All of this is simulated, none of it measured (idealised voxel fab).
The process module that follows is named voxel plated lines.
Displayed cross-section: cut, width of 225 nm, square cells sized 5 nm.
This document writes a cross-section as a grid whose cells are square, and gives it as bands, listed from the top down; one or more rows of cells form a band. Top height, bottom height, nm. Materials left to right, width each, nm. Single material + "throughout" = fills band edge to edge. "empty" = empty. Convention: height 0 is the level below which the wafer, as received, is all one material. The lowest band does not terminate at the bottom but continues downward, represented as "z 0 and below". Think of "30 to 40" as a width that walks from the first number to the second as you go down the band, top row to bottom row, taking equal-sized steps from row to row. A step reported as "remained unchanged" is a step in which no cell of the cross-section changed. "Enclosed empty spaces": sealed empty spaces, 8 cells or more, no open way to top, listed width x height at distance, with distance from the left edge and width, height and distance in nm. Whatever follows a step's settings on its line is a remark the simulator itself makes about that step. You can add "overlay nm" to a step's line. For a step with a mask, it describes how far the mask lay to the right of its planned position, and a negative number describes a lay to the left.

### plan
- 1: RECEIVE | material Si
- 2: CONFORMAL_DEP | material Al2O3 | thk nm 5
- 3: DIRECTIONAL_DEP | material TiN | thk nm 5
- 4: PATTERN | tone open | mask id LINES | material resist | width nm 20 | pitch nm 35 | thk nm 40 | overlay nm 0
- 5: EPI | material Ru | thk nm 5
- 6: EPI | material Ru | thk nm 10
- 7: EPI | material Ru | thk nm 5
- 8: STRIP | etch materials resist
- 9: DIRECTIONAL_ETCH | etch materials TiN | depth nm 5
- 10: CONFORMAL_DEP | material SiN | thk nm 5

### Delivered wafer in cross-section: state after step 1
z 0 and below | Si throughout
Enclosed empty spaces: none

### Cross-section taken at module completion on the first of two wafers; processed per the plan
z 35 to 30 | 45 of empty / 30 of SiN / 5 of empty / 30 of SiN / 5 of empty / 30 of SiN / 5 of empty / 30 of SiN / 45 of empty
z 30 to 10 | 45 of empty / 5 of SiN / 20 of Ru / 5 of SiN / 5 of empty / 5 of SiN / 20 of Ru / 5 of SiN / 5 of empty / 5 of SiN / 20 of Ru / 5 of SiN / 5 of empty / 5 of SiN / 20 of Ru / 5 of SiN / 45 of empty
z 10 to 5 | 50 of SiN / 20 of TiN / 15 of SiN / 20 of TiN / 15 of SiN / 20 of TiN / 15 of SiN / 20 of TiN / 50 of SiN
z 5 to 0 | Al2O3 throughout
z 0 and below | Si throughout
Enclosed empty spaces: none

### So this is wafer number two of the two, cut at the end of the module - it started where the first did and had the same plan, we just got one thing wrong running it
z 15 to 10 | SiN throughout
z 10 to 5 | Al2O3 throughout
z 5 to 0 | TiN throughout
z 0 and below | Si throughout
Enclosed empty spaces: none
Error vs. plan: mixed up steps 2 and 3 - ran each in the other's place
End check, counted in cells, second wafer has more or fewer of these materials than the first: 64 fewer of Ru, 40 fewer of SiN, 29 more of TiN
